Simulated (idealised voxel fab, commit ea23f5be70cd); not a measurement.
This section sets out a process module, namely voxel tone inversion.
The width of the displayed cross-section, cut, is 210 nm; its cells are square, with a size of 5 nm.
Notation: cross-section as square-cell grid; stated in bands, top first, going down; one or more cell rows per band.
Each band's line starts with the height of the band's top and of its bottom, in nm. Then come its materials from left to right, each with its width in nm. One material with "full width" fills the band from edge to edge. "empty" is empty space.
Measure heights from 0. That's the level where, below it, the as-received wafer is all one material. The lowest band is bottomless and extends downward; write it as in "0 down".
The expression "30..40" gives the width at the extremes of the band, the first number at its top row of cells and the second at its bottom row, with the width changing by equal amounts from each row to the next in between.
Any step labelled "nothing got changed" changed none of the cells in the cross-section.
"Listed closed voids" specifies each empty space that is not open to the top and that occupies no fewer than 8 cells, using the form width x height at distance, the distance measured from the left edge and all three quantities in nm.
Read whatever lies past the settings on a step's line as the simulator's own remark about the step.
The "overlay nm" setting may appear on a step's line; for a step that uses a mask, it gives how far to the right of its planned position the mask lay, and a negative value indicates the left.
Quick note on how to read the rest: it's all pairs. You get the cross-section before a process step and the one after, but the after one only goes down as far as the lowest band that changed. The step in between, with its settings, sits under the pair. Heads up, the pairs can come from different runs of this module on the same starting wafer, so don't assume a pair picks up from the one above unless its "Incoming profile" entry says it does.

Incoming profile:
* 0 down | Si full width
* Listed closed voids: none

after:
* 5 to 0 | SiCN full width
* Below 0, no change.
* Listed closed voids: none
Step applied between the pre-step and post-step cross-sections shown above: CONFORMAL_DEP: material SiCN, thk nm 5

Incoming profile: as shown after the step in the preceding pair, directly above.

after:
* 25 to 5 | aC full width
* Below 5, no change.
* Listed closed voids: none
Step applied between the pre-step and post-step cross-sections shown above: DIRECTIONAL_DEP: material aC, thk nm 20

Incoming profile: as shown after the step in the preceding pair, directly above.

after:
* 55 to 25 | empty 75; resist 15; empty 30; resist 15; empty 75
* Below 25, no change.
* Listed closed voids: none
Step applied between the pre-step and post-step cross-sections shown above: PATTERN: tone cover, mask id POSTS, material resist, width nm 15, pitch nm 45, thk nm 30, overlay nm 0

Incoming profile: as shown after the step in the preceding pair, directly above.

after:
* 35 to 25 | empty 75; resist 15; empty 30; resist 15; empty 75
* 25 to 5 | empty 75; aC 15; empty 30; aC 15; empty 75
* Below 5, no change.
* Listed closed voids: none
Step applied between the pre-step and post-step cross-sections shown above: DIRECTIONAL_ETCH: etch materials aC, depth nm 20

Incoming profile: as shown after the step in the preceding pair, directly above.

after:
* 25 to 5 | empty 75; aC 15; empty 30; aC 15; empty 75
* Below 5, no change.
* Listed closed voids: none
Step applied between the pre-step and post-step cross-sections shown above: STRIP: etch materials resist

Incoming profile: as shown after the step in the preceding pair, directly above.

after:
* 30 to 25 | SiO2 full width
* 25 to 5 | SiO2 75; aC 15; SiO2 30; aC 15; SiO2 75
* Below 5, no change.
* Listed closed voids: none
Step applied between the pre-step and post-step cross-sections shown above: FILL_DEP: material SiO2, thk nm 5

Incoming profile: as shown after the step in the preceding pair, directly above.

after:
* 25 to 5 | SiO2 75; aC 15; SiO2 30; aC 15; SiO2 75
* Below 5, no change.
* Listed closed voids: none
Step applied between the pre-step and post-step cross-sections shown above: CMP: height nm 25

Incoming profile: as shown after the step in the preceding pair, directly above.

after:
* 25 to 5 | SiO2 75; empty 15; SiO2 30; empty 15; SiO2 75
* Below 5, no change.
* Listed closed voids: none
Step applied between the pre-step and post-step cross-sections shown above: STRIP: etch materials aC

Incoming profile:
* 0 down | Si full width
* Listed closed voids: none

after:
* 20 to 0 | aC full width
* Below 0, no change.
* Listed closed voids: none
Step applied between the pre-step and post-step cross-sections shown above: DIRECTIONAL_DEP: material aC, thk nm 20

Incoming profile: as shown after the step in the preceding pair, directly above.

after:
* 50 to 20 | empty 75; resist 15; empty 30; resist 15; empty 75
* Below 20, no change.
* Listed closed voids: none
Step applied between the pre-step and post-step cross-sections shown above: PATTERN: tone cover, mask id POSTS, material resist, width nm 15, pitch nm 45, thk nm 30, overlay nm 0

Incoming profile: as shown after the step in the preceding pair, directly above.

after:
* 30 to 20 | empty 75; resist 15; empty 30; resist 15; empty 75
* 20 to 0 | empty 75; aC 15; empty 30; aC 15; empty 75
* Below 0, no change.
* Listed closed voids: none
Step applied between the pre-step and post-step cross-sections shown above: DIRECTIONAL_ETCH: etch materials aC, depth nm 20

Incoming profile: as shown after the step in the preceding pair, directly above.

after:
* 20 to 0 | empty 75; aC 15; empty 30; aC 15; empty 75
* Below 0, no change.
* Listed closed voids: none
Step applied between the pre-step and post-step cross-sections shown above: STRIP: etch materials resist

Incoming profile: as shown after the step in the preceding pair, directly above.

after:
* 25 to 20 | SiO2 full width
* 20 to 0 | SiO2 75; aC 15; SiO2 30; aC 15; SiO2 75
* Below 0, no change.
* Listed closed voids: none
Step applied between the pre-step and post-step cross-sections shown above: FILL_DEP: material SiO2, thk nm 5

Incoming profile:
* 20 to 0 | aC full width
* 0 down | Si full width
* Listed closed voids: none

after:
* 25 to 20 | SiCN full width
* Below 20, no change.
* Listed closed voids: none
Step applied between the pre-step and post-step cross-sections shown above: CONFORMAL_DEP: material SiCN, thk nm 5

Incoming profile: as shown after the step in the preceding pair, directly above.

after:
* 55 to 25 | empty 75; resist 15; empty 30; resist 15; empty 75
* Below 25, no change.
* Listed closed voids: none
Step applied between the pre-step and post-step cross-sections shown above: PATTERN: tone cover, mask id POSTS, material resist, width nm 15, pitch nm 45, thk nm 30, overlay nm 0

Incoming profile: as shown after the step in the preceding pair, directly above.

after:
* 35 to 25 | empty 75; resist 15; empty 30; resist 15; empty 75
* Below 25, no change.
* Listed closed voids: none
Step applied between the pre-step and post-step cross-sections shown above: DIRECTIONAL_ETCH: etch materials aC, depth nm 20

Incoming profile: as shown after the step in the preceding pair, directly above.

after:
* 25 to 20 | SiCN full width
* Below 20, no change.
* Listed closed voids: none
Step applied between the pre-step and post-step cross-sections shown above: STRIP: etch materials resist

Incoming profile: as shown after the step in the preceding pair, directly above.

after:
* 30 to 25 | SiO2 full width
* Below 25, no change.
* Listed closed voids: none
Step applied between the pre-step and post-step cross-sections shown above: FILL_DEP: material SiO2, thk nm 5

Incoming profile: as shown after the step in the preceding pair, directly above.

after:
* 25 to 20 | SiCN full width
* Below 20, no change.
* Listed closed voids: none
Step applied between the pre-step and post-step cross-sections shown above: CMP: height nm 25

Incoming profile:
* 5 to 0 | SiCN full width
* 0 down | Si full width
* Listed closed voids: none

after:
* 20 to 5 | aC full width
* Below 5, no change.
* Listed closed voids: none
Step applied between the pre-step and post-step cross-sections shown above: DIRECTIONAL_DEP: material aC, thk nm 15

Incoming profile: as shown after the step in the preceding pair, directly above.

after:
* 50 to 20 | empty 75; resist 15; empty 30; resist 15; empty 75
* Below 20, no change.
* Listed closed voids: none
Step applied between the pre-step and post-step cross-sections shown above: PATTERN: tone cover, mask id POSTS, material resist, width nm 15, pitch nm 45, thk nm 30, overlay nm 0

Incoming profile: as shown after the step in the preceding pair, directly above.

after:
* 30 to 20 | empty 75; resist 15; empty 30; resist 15; empty 75
* 20 to 5 | empty 75; aC 15; empty 30; aC 15; empty 75
* Below 5, no change.
* Listed closed voids: none
Step applied between the pre-step and post-step cross-sections shown above: DIRECTIONAL_ETCH: etch materials aC, depth nm 20

Incoming profile: as shown after the step in the preceding pair, directly above.

after:
* 20 to 5 | empty 75; aC 15; empty 30; aC 15; empty 75
* Below 5, no change.
* Listed closed voids: none
Step applied between the pre-step and post-step cross-sections shown above: STRIP: etch materials resist

Incoming profile: as shown after the step in the preceding pair, directly above.

after:
* 25 to 20 | SiO2 full width
* 20 to 5 | SiO2 75; aC 15; SiO2 30; aC 15; SiO2 75
* Below 5, no change.
* Listed closed voids: none
Step applied between the pre-step and post-step cross-sections shown above: FILL_DEP: material SiO2, thk nm 5

Incoming profile:
* 25 to 5 | aC full width
* 5 to 0 | SiCN full width
* 0 down | Si full width
* Listed closed voids: none

after:
* 55 to 25 | empty 75; resist 20; empty 25; resist 20; empty 70
* Below 25, no change.
* Listed closed voids: none
Step applied between the pre-step and post-step cross-sections shown above: PATTERN: tone cover, mask id POSTS, material resist, width nm 20, pitch nm 45, thk nm 30, overlay nm 0

Incoming profile: as shown after the step in the preceding pair, directly above.

after:
* 35 to 25 | empty 75; resist 20; empty 25; resist 20; empty 70
* 25 to 5 | empty 75; aC 20; empty 25; aC 20; empty 70
* Below 5, no change.
* Listed closed voids: none
Step applied between the pre-step and post-step cross-sections shown above: DIRECTIONAL_ETCH: etch materials aC, depth nm 20

Incoming profile: as shown after the step in the preceding pair, directly above.

after:
* 25 to 5 | empty 75; aC 20; empty 25; aC 20; empty 70
* Below 5, no change.
* Listed closed voids: none
Step applied between the pre-step and post-step cross-sections shown above: STRIP: etch materials resist

Incoming profile: as shown after the step in the preceding pair, directly above.

after:
* 30 to 25 | SiO2 full width
* 25 to 5 | SiO2 75; aC 20; SiO2 25; aC 20; SiO2 70
* Below 5, no change.
* Listed closed voids: none
Step applied between the pre-step and post-step cross-sections shown above: FILL_DEP: material SiO2, thk nm 5

Incoming profile: as shown after the step in the preceding pair, directly above.

after:
* 25 to 5 | SiO2 75; aC 20; SiO2 25; aC 20; SiO2 70
* Below 5, no change.
* Listed closed voids: none
Step applied between the pre-step and post-step cross-sections shown above: CMP: height nm 25

Incoming profile: as shown after the step in the preceding pair, directly above.

after:
* 25 to 5 | SiO2 75; empty 20; SiO2 25; empty 20; SiO2 70
* Below 5, no change.
* Listed closed voids: none
Step applied between the pre-step and post-step cross-sections shown above: STRIP: etch materials aC

Incoming profile:
* 25 to 5 | aC full width
* 5 to 0 | SiCN full width
* 0 down | Si full width
* Listed closed voids: none

after:
* 55 to 25 | empty 70; resist 15; empty 30; resist 15; empty 80
* Below 25, no change.
* Listed closed voids: none
Step applied between the pre-step and post-step cross-sections shown above: PATTERN: tone cover, mask id POSTS, material resist, width nm 15, pitch nm 45, thk nm 30, overlay nm -5

Incoming profile: as shown after the step in the preceding pair, directly above.

after:
* 35 to 25 | empty 70; resist 15; empty 30; resist 15; empty 80
* 25 to 5 | empty 70; aC 15; empty 30; aC 15; empty 80
* Below 5, no change.
* Listed closed voids: none
Step applied between the pre-step and post-step cross-sections shown above: DIRECTIONAL_ETCH: etch materials aC, depth nm 20

Incoming profile: as shown after the step in the preceding pair, directly above.

after:
* 25 to 5 | empty 70; aC 15; empty 30; aC 15; empty 80
* Below 5, no change.
* Listed closed voids: none
Step applied between the pre-step and post-step cross-sections shown above: STRIP: etch materials resist

Incoming profile: as shown after the step in the preceding pair, directly above.

after:
* 30 to 25 | SiO2 full width
* 25 to 5 | SiO2 70; aC 15; SiO2 30; aC 15; SiO2 80
* Below 5, no change.
* Listed closed voids: none
Step applied between the pre-step and post-step cross-sections shown above: FILL_DEP: material SiO2, thk nm 5

Incoming profile: as shown after the step in the preceding pair, directly above.

after:
* 25 to 5 | SiO2 70; aC 15; SiO2 30; aC 15; SiO2 80
* Below 5, no change.
* Listed closed voids: none
Step applied between the pre-step and post-step cross-sections shown above: CMP: height nm 25

Incoming profile: as shown after the step in the preceding pair, directly above.

after:
* 25 to 5 | SiO2 70; empty 15; SiO2 30; empty 15; SiO2 80
* Below 5, no change.
* Listed closed voids: none
Step applied between the pre-step and post-step cross-sections shown above: STRIP: etch materials aC

Incoming profile:
* 5 to 0 | SiCN full width
* 0 down | Si full width
* Listed closed voids: none

after:
* 25 to 5 | SiO2 full width
* Below 5, no change.
* Listed closed voids: none
Step applied between the pre-step and post-step cross-sections shown above: DIRECTIONAL_DEP: material SiO2, thk nm 20

Incoming profile: as shown after the step in the preceding pair, directly above.

after:
* 55 to 25 | empty 75; resist 15; empty 30; resist 15; empty 75
* Below 25, no change.
* Listed closed voids: none
Step applied between the pre-step and post-step cross-sections shown above: PATTERN: tone cover, mask id POSTS, material resist, width nm 15, pitch nm 45, thk nm 30, overlay nm 0

Incoming profile: as shown after the step in the preceding pair, directly above.

after:
* 35 to 25 | empty 75; resist 15; empty 30; resist 15; empty 75
* Below 25, no change.
* Listed closed voids: none
Step applied between the pre-step and post-step cross-sections shown above: DIRECTIONAL_ETCH: etch materials aC, depth nm 20

Incoming profile: as shown after the step in the preceding pair, directly above.

after:
* 25 to 5 | SiO2 full width
* Below 5, no change.
* Listed closed voids: none
Step applied between the pre-step and post-step cross-sections shown above: STRIP: etch materials resist

Incoming profile: as shown after the step in the preceding pair, directly above.

after:
* 30 to 5 | SiO2 full width
* Below 5, no change.
* Listed closed voids: none
Step applied between the pre-step and post-step cross-sections shown above: FILL_DEP: material SiO2, thk nm 5

Incoming profile: as shown after the step in the preceding pair, directly above.

after:
* 25 to 5 | SiO2 full width
* Below 5, no change.
* Listed closed voids: none
Step applied between the pre-step and post-step cross-sections shown above: CMP: height nm 25

Incoming profile:
* 25 to 5 | aC full width
* 5 to 0 | SiCN full width
* 0 down | Si full width
* Listed closed voids: none

after:
* 55 to 25 | resist 75; empty 15; resist 30; empty 15; resist 75
* Below 25, no change.
* Listed closed voids: none
Step applied between the pre-step and post-step cross-sections shown above: PATTERN: tone open, mask id POSTS, material resist, width nm 15, pitch nm 45, thk nm 30, overlay nm 0

Incoming profile: as shown after the step in the preceding pair, directly above.

after:
* 35 to 25 | resist 75; empty 15; resist 30; empty 15; resist 75
* 25 to 5 | aC 75; empty 15; aC 30; empty 15; aC 75
* Below 5, no change.
* Listed closed voids: none
Step applied between the pre-step and post-step cross-sections shown above: DIRECTIONAL_ETCH: etch materials aC, depth nm 20

Incoming profile: as shown after the step in the preceding pair, directly above.

after:
* 25 to 5 | aC 75; empty 15; aC 30; empty 15; aC 75
* Below 5, no change.
* Listed closed voids: none
Step applied between the pre-step and post-step cross-sections shown above: STRIP: etch materials resist

Incoming profile: as shown after the step in the preceding pair, directly above.

after:
* 30 to 25 | SiO2 full width
* 25 to 5 | aC 75; SiO2 15; aC 30; SiO2 15; aC 75
* Below 5, no change.
* Listed closed voids: none
Step applied between the pre-step and post-step cross-sections shown above: FILL_DEP: material SiO2, thk nm 5

Incoming profile: as shown after the step in the preceding pair, directly above.

after:
* 25 to 5 | aC 75; SiO2 15; aC 30; SiO2 15; aC 75
* Below 5, no change.
* Listed closed voids: none
Step applied between the pre-step and post-step cross-sections shown above: CMP: height nm 25

Incoming profile: as shown after the step in the preceding pair, directly above.

after:
* 25 to 5 | empty 75; SiO2 15; empty 30; SiO2 15; empty 75
* Below 5, no change.
* Listed closed voids: none
Step applied between the pre-step and post-step cross-sections shown above: STRIP: etch materials aC
